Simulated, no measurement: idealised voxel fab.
Module name: voxel transistor to metal (process module)
165 nm wide, 5 nm square cells: that's cross-section cut.
A cross-section is a grid of square cells, given in bands from the top down. A band is one or more rows of cells.
The band entry comprises the height of the band's top followed by the height of its bottom, expressed in nm, and subsequently the band's materials from left to right, each stated together with its width in nm. Where a single material is marked with the word "edge to edge", that material fills the band from edge to edge. The word "air" represents empty space.
A quick word on heights: they are counted from 0, and under that level the wafer as it came to us is one material throughout. The lowest band is different from the rest in having no bottom; it simply continues downward, written as in "0 nm and below".
The width entry "30 to 40" should be interpreted row by row: the top row of cells in the band takes the first number, the bottom row takes the second number, and the change between adjacent rows is uniform throughout.
The cross-section has no changed cell in any step marked "nothing changed".
The list in "Enclosed voids" covers empty spaces of 8 cells or more that cannot reach the top through any open way, and it gives each as width x height at distance; the distance is from the left edge, and width, height and distance are in nm.
Heads up: the bit after the settings on a step's line is the simulator's remark on that step.
overlay nm: for a step with a mask, the amount by which the mask lay right of where it was planned; a negative amount means left of it.

Process steps - plan
| 1 | RECEIVE,material Si |
| 2 | OXIDIZE,depth nm 5 |
| 3 | CONFORMAL_DEP,material SiN,thk nm 15 |
| 4 | DIRECTIONAL_DEP,material aC,thk nm 10 |
| 5 | PATTERN,tone cover,mask id ACTIVE,material resist,width nm 115,thk nm 30,overlay nm 0 |
| 6 | DIRECTIONAL_ETCH,etch materials aC,depth nm 10 |
| 7 | STRIP,etch materials resist |
| 8 | DIRECTIONAL_ETCH,etch materials SiN,depth nm 15 |
| 9 | DIRECTIONAL_ETCH,etch materials SiO2,depth nm 5 |
| 10 | DIRECTIONAL_ETCH,etch materials Si,depth nm 20 |
| 11 | STRIP,etch materials aC |
| 12 | OXIDIZE,depth nm 5 |
| 13 | FILL_DEP,material SiO2,thk nm 15 |
| 14 | CMP,height nm 15 |
| 15 | SELECTIVE_ETCH,etch materials SiO2,depth nm 10 |
| 16 | STRIP,etch materials SiN |
| 17 | SELECTIVE_ETCH,etch materials SiO2,depth nm 5 |
| 18 | OXIDIZE,depth nm 5 |
| 19 | DIRECTIONAL_DEP,material polySi,thk nm 20 |
| 20 | DIRECTIONAL_DEP,material SiCN,thk nm 15 |
| 21 | MASKED_ETCH,tone cover,mask id GATE,width nm 25,etch materials SiCN,depth nm 25,overlay nm 0 |
| 22 | MASKED_ETCH,tone cover,mask id GATE,width nm 25,etch materials polySi,depth nm 30,overlay nm 0 |
| 23 | CONFORMAL_DEP,material SiO2,thk nm 5 |
| 24 | DIRECTIONAL_ETCH,etch materials SiO2,depth nm 5 |
| 25 | CONFORMAL_DEP,material SiN,thk nm 5 |
| 26 | DIRECTIONAL_ETCH,etch materials SiN,depth nm 5 |
| 27 | DIRECTIONAL_ETCH,etch materials SiO2,depth nm 5 |
| 28 | DIRECTIONAL_ETCH,etch materials Si,depth nm 5 |
| 29 | EPI,material SiGe,thk nm 10 |
| 30 | FILL_DEP,material SiO2,thk nm 5 |
| 31 | CMP,height nm 15 |
| 32 | STRIP,etch materials polySi |
| 33 | SELECTIVE_ETCH,etch materials SiO2,depth nm 5 |
| 34 | CONFORMAL_DEP,material HfO2,thk nm 5 |
| 35 | CONFORMAL_DEP,material TiN,thk nm 5 |
| 36 | FILL_DEP,material W,thk nm 5 |
| 37 | CMP,height nm 10 |
| 38 | DIRECTIONAL_DEP,material SiO2,thk nm 15 |
| 39 | PATTERN,tone open,mask id CONTACT,material resist,width nm 15,pitch nm 80,thk nm 15,overlay nm 0 |
| 40 | DIRECTIONAL_ETCH,etch materials SiO2,depth nm 30 |
| 41 | STRIP,etch materials resist |
| 42 | CONFORMAL_DEP,material TiN,thk nm 5 |
| 43 | FILL_DEP,material Ru,thk nm 5 |
| 44 | CMP,height nm 25 |
| 45 | DIRECTIONAL_DEP,material TiN,thk nm 5 |
| 46 | DIRECTIONAL_DEP,material Ru,thk nm 15 |
| 47 | MASKED_ETCH,tone cover,mask id METAL_1,width nm 15,pitch nm 80,etch materials Ru,depth nm 15,overlay nm 0 |
| 48 | MASKED_ETCH,tone cover,mask id METAL_1,width nm 15,pitch nm 80,etch materials TiN,depth nm 5,overlay nm 0 |
| 49 | CONFORMAL_DEP,material SiN,thk nm 5 |
| 50 | FILL_DEP,material SiO2,thk nm 5 |
| 51 | CMP,height nm 45 |
| 52 | CONFORMAL_DEP,material SiCN,thk nm 5 |
| 53 | DIRECTIONAL_DEP,material SiO2,thk nm 35 |
| 54 | PATTERN,tone open,mask id METAL_2,material resist,width nm 15,pitch nm 80,thk nm 20,overlay nm 0 |
| 55 | DIRECTIONAL_ETCH,etch materials SiO2,depth nm 20 |
| 56 | STRIP,etch materials resist |
| 57 | PATTERN,tone open,mask id METAL_2_HOLES,material resist,width nm 15,pitch nm 80,thk nm 15,overlay nm 0 |
| 58 | DIRECTIONAL_ETCH,etch materials SiO2,depth nm 15 |
| 59 | DIRECTIONAL_ETCH,etch materials SiCN,depth nm 5 |
| 60 | STRIP,etch materials resist |
| 61 | CONFORMAL_DEP,material TiN,thk nm 5 |
| 62 | FILL_DEP,material Cu,thk nm 5 |
| 63 | CMP,height nm 85 |
| 64 | CONFORMAL_DEP,material SiCN,thk nm 5 |

So this is the incoming wafer in cross-section - it's already been through step 1
* 0 nm and below | Si edge to edge
* Enclosed voids: none

The cross-section shown corresponds to the wafer at the conclusion of the module. The initial structure and the process plan are those presented above; however, one mistake occurred in executing the plan
* 90 nm to 85 nm | SiCN edge to edge
* 85 nm to 50 nm | SiO2=35 | TiN=5 | Cu=5 | TiN=5 | SiO2=65 | TiN=5 | Cu=5 | TiN=5 | SiO2=35
* 50 nm to 45 nm | SiCN=35 | TiN=15 | SiCN=65 | TiN=15 | SiCN=35
* 45 nm to 35 nm | SiO2=30 | SiN=5 | Ru=15 | SiN=5 | SiO2=55 | SiN=5 | Ru=15 | SiN=5 | SiO2=30
* 35 nm to 30 nm | SiO2=25 | SiN=10 | Ru=15 | SiN=10 | SiO2=45 | SiN=10 | Ru=15 | SiN=10 | SiO2=25
* 30 nm to 25 nm | SiN=30 | TiN=25 | SiN=55 | TiN=25 | SiN=30
* 25 nm to 10 nm | SiO2=35 | TiN=5 | Ru=5 | TiN=5 | SiO2=65 | TiN=5 | Ru=5 | TiN=5 | SiO2=35
* 10 nm to 0 nm | SiO2=35 | TiN=5 | Ru=5 | TiN=5 | SiO2=10 | SiN=5 | HfO2=5 | TiN=5 | W=15 | TiN=5 | HfO2=5 | SiN=5 | SiO2=10 | TiN=5 | Ru=5 | TiN=5 | SiO2=35
* 0 nm to -5 nm | SiO2=25 | SiN=5 | SiO2=5 | TiN=15 | SiGe=10 | SiN=5 | HfO2=5 | TiN=25 | HfO2=5 | SiN=5 | SiGe=10 | TiN=15 | SiO2=5 | SiN=5 | SiO2=25
* -5 nm to -10 nm | SiO2=30 | SiGe=30 | SiO2=5 | HfO2=35 | SiO2=5 | SiGe=30 | SiO2=30
* -10 nm to -15 nm | SiO2=30 | SiGe=30 | Si=45 | SiGe=30 | SiO2=30
* -15 nm to -30 nm | SiO2=30 | Si=105 | SiO2=30
* -30 nm and below | Si edge to edge
* Enclosed voids: none
Misprocessing identified: planned and actual differ for step 48; actual: MASKED_ETCH,tone cover,mask id METAL_1,width nm 25,pitch nm 80,etch materials TiN,depth nm 5,overlay nm 0
